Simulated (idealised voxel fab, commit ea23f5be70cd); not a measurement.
This is a process module. Its name is voxel lift off.
The figure presents cross-section cut, which has a width of 145 nm and is divided into square cells with an edge length of 5 nm.
Cross-section layout: square cells on a grid; listed as bands, top to bottom; a band spans one or more cell rows.
First you get the band's top height and its bottom height, in nm, and then the materials it's made of, left to right, with each width in nm. If you see a single material with "edge to edge", that one covers the band edge to edge. "blank" is empty space.
Beneath 0, the wafer as received is one material, and that level is where height counting begins. The lowest band goes on downward without a bottom; it is written like "0 down".
Graded width ("30 to 40"): value in top row of band = first number; value in bottom row = second number; row-to-row change constant.
Any step labelled "no modifications" changed none of the cells in the cross-section.
Reported under the label "Closed internal cavities" are the empty spaces having no open way to the top and comprising 8 cells or more; the notation for each is width x height at distance, in which the distance is measured from the left edge and all three values are in nm.
Read whatever lies past the settings on a step's line as the simulator's own remark about the step.
For masked steps, "overlay nm" on the step line gives how far right of plan the mask actually lay; a minus sign means it lay to the left.

[Planned process steps]
- 1: RECEIVE, material Si
- 2: CONFORMAL_DEP, material SiO2, thk nm 15
- 3: PATTERN, tone open, mask id LINES, material resist, width nm 20, pitch nm 50, thk nm 20, overlay nm 0
- 4: DIRECTIONAL_DEP, material Ru, thk nm 10
- 5: STRIP, etch materials resist
- 6: CONFORMAL_DEP, material SiN, thk nm 10

[Of two wafers, the first: run according to plan]

[Incoming wafer, cross-sectional view, post step 1]
0 down | Si edge to edge
Closed internal cavities: none

[Step 2 complete: cross-section through the wafer]
15 to 0 | SiO2 edge to edge
Unchanged below 0.

[Step 3 complete: cross-section through the wafer]
35 to 15 | resist=35, then blank=20, then resist=30, then blank=20, then resist=40
Unchanged below 15.

[Step 4 complete: cross-section through the wafer]
45 to 35 | Ru=35, then blank=20, then Ru=30, then blank=20, then Ru=40
35 to 25 | resist=35, then blank=20, then resist=30, then blank=20, then resist=40
25 to 15 | resist=35, then Ru=20, then resist=30, then Ru=20, then resist=40
Unchanged below 15.

[Step 5 complete: cross-section through the wafer]
25 to 15 | blank=35, then Ru=20, then blank=30, then Ru=20, then blank=40
Unchanged below 15.

[Step 6 complete: cross-section through the wafer]
35 to 25 | blank=25, then SiN=40, then blank=10, then SiN=40, then blank=30
25 to 15 | SiN=35, then Ru=20, then SiN=30, then Ru=20, then SiN=40
Unchanged below 15.

[Second Wafer (Identical Start and Plan, One Processing Error; Matches First Wafer Through Step 2)]

[Cross-section: second wafer, time at which step 3 was scheduled to end]
35 to 15 | resist=30, then blank=30, then resist=20, then blank=30, then resist=35
Unchanged below 15.

[Cross-section: second wafer, time at which step 4 was scheduled to end]
45 to 35 | Ru=30, then blank=30, then Ru=20, then blank=30, then Ru=35
35 to 25 | resist=30, then blank=30, then resist=20, then blank=30, then resist=35
25 to 15 | resist=30, then Ru=30, then resist=20, then Ru=30, then resist=35
Unchanged below 15.

[Cross-section: second wafer, time at which step 5 was scheduled to end]
25 to 15 | blank=30, then Ru=30, then blank=20, then Ru=30, then blank=35
Unchanged below 15.

[Cross-section: second wafer, time at which step 6 was scheduled to end]
35 to 25 | blank=20, then SiN=100, then blank=25
25 to 15 | SiN=30, then Ru=30, then SiN=20, then Ru=30, then SiN=35
Unchanged below 15.
Finding, execution versus plan: step 3 did not use the planned setting and instead ran as PATTERN, tone open, mask id LINES, material resist, width nm 30, pitch nm 50, thk nm 20, overlay nm 0
Wafer comparison, final, in cells, second relative to first, materials more or fewer: +8 Ru
